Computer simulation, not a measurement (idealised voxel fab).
process module | voxel ribs on slabs
cross-section cut | 195 nm wide | cells 5 nm
A cross-section is a grid of square cells, given in bands from the top down. A band is one or more rows of cells.
Each band's line starts with the height of the band's top and of its bottom, in nm. Then come its materials from left to right, each with its width in nm. One material with "throughout" fills the band from edge to edge. "air" is empty space.
Height 0 is the level under which the wafer as received is all one material. The lowest band goes on downwards, as in "0 down".
A width such as "30 to 40" changes by the same amount from each row of cells to the next, from the band's top row to its bottom row.
"no change" after a step means that no cell of the cross-section changed.
closed voids: empty space of 8 cells or more with no open way to the top, each as width x height at its distance from the left edge, in nm
after a step's settings: what the simulator itself notes on the step
overlay nm, on a step with a mask: how far to the right of its planned place the mask lay; to the left if negative
plan
1 op RECEIVE | material Si
2 op DIRECTIONAL_DEP | material SiO2 | thk nm 20
3 op DIRECTIONAL_DEP | material polySi | thk nm 15
4 op MASKED_ETCH | tone cover | mask id RIB | width nm 15 | etch materials polySi | depth nm 5 | overlay nm 0
5 op DIRECTIONAL_DEP | material aC | thk nm 15
6 op PATTERN | tone cover | mask id SLAB | material resist | width nm 55 | thk nm 35 | overlay nm 0
7 op DIRECTIONAL_ETCH | etch materials aC | depth nm 15
8 op STRIP | etch materials resist
9 op DIRECTIONAL_ETCH | etch materials polySi | depth nm 10
10 op STRIP | etch materials aC
11 op FILL_DEP | material SiO2 | thk nm 30
12 op CMP | height nm 55
13 op DIRECTIONAL_DEP | material TiN | thk nm 5
14 op DIRECTIONAL_DEP | material aC | thk nm 15
15 op PATTERN | tone cover | mask id HEATER | material resist | width nm 25 | thk nm 30 | overlay nm 0
16 op DIRECTIONAL_ETCH | etch materials aC | depth nm 15
17 op STRIP | etch materials resist
18 op DIRECTIONAL_ETCH | etch materials TiN | depth nm 5
19 op STRIP | etch materials aC
20 op CONFORMAL_DEP | material SiN | thk nm 5
as received, after step 1
  0 down: Si throughout
  closed voids: none
a wafer at the end: this start, this plan, one mistake
  65 to 60: air 80 | SiN 35 | air 80
  60 to 55: SiN 85 | TiN 25 | SiN 85
  55 to 15: SiO2 throughout
  15 to 0: polySi throughout
  0 down: Si throughout
  closed voids: none
what went wrong: steps 2 and 3 were swapped
